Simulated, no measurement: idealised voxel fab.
Module name: voxel lift off (process module)
Pictured: cross-section cut, 285 nm wide, on a grid of 5 nm square cells.
Think of the cross-section as a grid of square cells. We describe it in bands, top to bottom, and each band covers one or more rows of those cells.
For a band, the entry starts with two heights in nm, that of the top and then that of the bottom, and carries on with the band's materials in order from left to right, each alongside its width in nm; the word "everywhere" beside a single material means it fills the band edge to edge, and "empty" means empty space.
Basically, 0 is our baseline, since under it the wafer straight out of the box is all one material. The bottom band has no lower end and keeps on going down, so it looks like "0 down".
A two-number width, for instance "30 to 40", indicates that the width is equal to the first number in the top row of the band and to the second number in the bottom row, and that it changes by a constant amount per row of cells.
Key: "no modifications" - step with no changed cell in the cross-section.
Voids not open to the top, 8 cells minimum: see "Closed void register". Written width x height at distance; distance is from the left edge; nm.
Step line, after settings: the simulator's comment on this step.
overlay nm: mask right of planned place by this much (step with mask). Neg. = left.
These are the steps we planned for the process
1,RECEIVE, material Si
2,CONFORMAL_DEP, material SiO2, thk nm 5
3,PATTERN, tone open, mask id LINES, material resist, width nm 15, pitch nm 40, thk nm 15, overlay nm 0
4,DIRECTIONAL_DEP, material Ru, thk nm 5
5,STRIP, etch materials resist
6,CONFORMAL_DEP, material SiCN, thk nm 10
Variable across wafers: step 2 thk nm (plan value is that of the first wafer; starting state common to all).
As received, i.e. after step 1: cross-section through the first of several wafers
- 0 down: Si everywhere
- Closed void register: none
Where each wafer stands at the end of the module, a row apiece: cells of each material gained (+) or lost (-) since it was received, then closed voids
thk nm 5 | +12 Ru | +130 SiCN | +57 SiO2 | Closed void register: none
thk nm 10 | +12 Ru | +130 SiCN | +114 SiO2 | Closed void register: none
thk nm 15 | +12 Ru | +130 SiCN | +171 SiO2 | Closed void register: none
thk nm 20 | +12 Ru | +130 SiCN | +228 SiO2 | Closed void register: none
thk nm 25 | +12 Ru | +130 SiCN | +285 SiO2 | Closed void register: none
thk nm 30 | +12 Ru | +130 SiCN | +342 SiO2 | Closed void register: none
